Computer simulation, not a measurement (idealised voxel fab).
A process module follows: voxel released beams.
Each square cell in cross-section cut measures 5 nm, and the section as a whole is 250 nm wide.
Each cross-section below is a grid of square cells, stated as bands in top-down order, with one or more rows of cells making up each band.
Each band's line starts with the height of the band's top and of its bottom, in nm. Then come its materials from left to right, each with its width in nm. One material with "full width" fills the band from edge to edge. "air" is empty space.
Heights are expressed relative to 0, this being the level below which the as-received wafer comprises one material exclusively. The lowest band is unbounded in the downward direction and is denoted as in "0 nm and below".
A width given as "30->40" starts at the first number in the band's top row and ends at the second number in its bottom row, shifting by an equal amount at every step from row to row.
Any step labelled "no modifications" changed none of the cells in the cross-section.
Look at "Enclosed internal cavities" for the closed voids: empty spaces with no open path to the top, sized 8 cells or up. Each is width x height at distance, distance from the left edge, all nm.
On a step's line, text after the settings is the simulator commenting on that step.
The line of a step may include "overlay nm". On a step with a mask, this value is how far to the right of its planned place the mask lay. A negative value means the mask lay to the left.
[The planned process steps are enumerated hereunder]
1: RECEIVE (material Si)
2: CONFORMAL_DEP (material SiN; thk nm 5)
3: DIRECTIONAL_DEP (material SiO2; thk nm 20)
4: MASKED_ETCH (tone open; mask id ANCHOR; width nm 35; etch materials SiO2; depth nm 20; overlay nm 0)
5: CONFORMAL_DEP (material polySi; thk nm 10)
6: MASKED_ETCH (tone cover; mask id BEAM; width nm 85; etch materials polySi; depth nm 10; overlay nm 0)
7: STRIP (etch materials SiO2)
[Cross-section, incoming material, after step 1]
  0 nm and below: Si full width
  Enclosed internal cavities: none
[Post-module cross-section of the first of two wafers (run per plan)]
  35 nm to 25 nm: 80 nm air, 15 nm polySi, 15 nm air, 55 nm polySi, 85 nm air
  25 nm to 15 nm: 85 nm air, 10 nm polySi, 15 nm air, 10 nm polySi, 130 nm air
  15 nm to 5 nm: 85 nm air, 35 nm polySi, 130 nm air
  5 nm to 0 nm: SiN full width
  0 nm and below: Si full width
  Enclosed internal cavities: none
[Now the second wafer, cross-sectioned at the end of the module. Nothing different at the start, nothing different in the plan compared with the first, just one mistake when it was actually run]
  35 nm to 25 nm: 80 nm air, 50 nm polySi, 120 nm air
  25 nm to 15 nm: 75 nm air, 10 nm polySi, 35 nm SiO2, 10 nm polySi, 120 nm air
  15 nm to 5 nm: 75 nm air, 10 nm polySi, 35 nm SiO2, 45 nm polySi, 85 nm air
  5 nm to 0 nm: SiN full width
  0 nm and below: Si full width
  Enclosed internal cavities: none
Diagnosis: planned and actual differ for step 4; actual: MASKED_ETCH (tone cover; mask id ANCHOR; width nm 35; etch materials SiO2; depth nm 20; overlay nm 0)
Final wafer comparison in cells, second versus first, more or fewer per material: SiO2: 28 more
